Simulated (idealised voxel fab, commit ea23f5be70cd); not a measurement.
Process module heading - voxel air gaps
We display cut, a cross-section 285 nm in width whose square cells are each 5 nm.
Cross-section = grid of square cells, listed top down in bands; band = one or more rows.
This entry defines a band. It first specifies the height of the band's top and the height of its bottom in nm, and then specifies the band's materials from left to right, stating each material with its width in nm. The word "everywhere" identifies a single material that fills the band from edge to edge, while the word "empty" identifies empty space.
The level at which height equals 0 is the one under which the wafer, as it arrives, is entirely one material. No lower edge exists for the bottom band, which continues downward and is notated as in "top 0, no bottom".
Width: "30->40" (first number = top row, second number = bottom row, same change from row to row of cells).
No cell of the cross-section changed in a step that is given as "no alterations made".
This entry, "Enclosed void entries", enumerates those empty regions of no fewer than 8 cells that possess no open connection to the top. Each region is reported in the form width x height at distance, the distance being taken from the left edge, with all three quantities expressed in nm.
Where a step's line continues beyond its settings, the continuation is a remark by the simulator itself on that step.
overlay nm: where the mask lay relative to plan, measured to the right, on steps with a mask; negatives go left.
Steps planned for the process:
1: RECEIVE: material Si
2: CONFORMAL_DEP: material SiO2, thk nm 10
3: CONFORMAL_DEP: material SiN, thk nm 5
4: DIRECTIONAL_DEP: material lowk, thk nm 40
5: DIRECTIONAL_DEP: material aC, thk nm 10
6: PATTERN: tone open, mask id LINES, material resist, width nm 15, pitch nm 40, thk nm 25, overlay nm 0
7: DIRECTIONAL_ETCH: etch materials aC, depth nm 10
8: STRIP: etch materials resist
9: DIRECTIONAL_ETCH: etch materials lowk, depth nm 40
10: STRIP: etch materials aC
11: CONFORMAL_DEP: material TiN, thk nm 5
12: FILL_DEP: material Ru, thk nm 10
13: CMP: height nm 55
14: EPI: material Ru, thk nm 10
15: SELECTIVE_ETCH: etch materials lowk, depth nm 50
16: CONFORMAL_DEP: material SiN, thk nm 5
Cross-section of the wafer at receipt, which is the condition after step 1:
  top 0, no bottom: Si everywhere
  Enclosed void entries: none
Wafer cross-section at module end: first of two, run to plan:
  top 70, bottom 65: empty 60 nm, SiN 165 nm, empty 60 nm
  top 65, bottom 55: empty 60 nm, SiN 5 nm, Ru 35 nm, SiN 5 nm, Ru 35 nm, SiN 5 nm, Ru 35 nm, SiN 5 nm, Ru 35 nm, SiN 5 nm, empty 60 nm
  top 55, bottom 50: empty 60 nm, SiN 15 nm, TiN 5 nm, Ru 5 nm, TiN 5 nm, SiN 25 nm, TiN 5 nm, Ru 5 nm, TiN 5 nm, SiN 25 nm, TiN 5 nm, Ru 5 nm, TiN 5 nm, SiN 25 nm, TiN 5 nm, Ru 5 nm, TiN 5 nm, SiN 15 nm, empty 60 nm
  top 50, bottom 20: empty 70 nm, SiN 5 nm, TiN 5 nm, Ru 5 nm, TiN 5 nm, SiN 5 nm, empty 15 nm, SiN 5 nm, TiN 5 nm, Ru 5 nm, TiN 5 nm, SiN 5 nm, empty 15 nm, SiN 5 nm, TiN 5 nm, Ru 5 nm, TiN 5 nm, SiN 5 nm, empty 15 nm, SiN 5 nm, TiN 5 nm, Ru 5 nm, TiN 5 nm, SiN 5 nm, empty 70 nm
  top 20, bottom 15: SiN 75 nm, TiN 15 nm, SiN 25 nm, TiN 15 nm, SiN 25 nm, TiN 15 nm, SiN 25 nm, TiN 15 nm, SiN 75 nm
  top 15, bottom 10: SiN everywhere
  top 10, bottom 0: SiO2 everywhere
  top 0, no bottom: Si everywhere
  Enclosed void entries: 15 x 30 at 95; 15 x 30 at 135; 15 x 30 at 175
Here's the second of our two wafers sectioned at module end. Same start as the first, same plan, but one mistake got made running it:
  top 60, bottom 50: SiN everywhere
  top 50, bottom 10: lowk everywhere
  top 10, bottom 0: SiO2 everywhere
  top 0, no bottom: Si everywhere
  Enclosed void entries: none
Heads up, the wafer didn't run the way we planned it: plan steps 3 and 4 run swapped
Final cells, second wafer relative to first, materials higher or lower: 84 fewer of Ru | 100 fewer of SiN | 68 fewer of TiN | 456 more of lowk
At the end, the first wafer has 3 closed voids and the second wafer has 0.
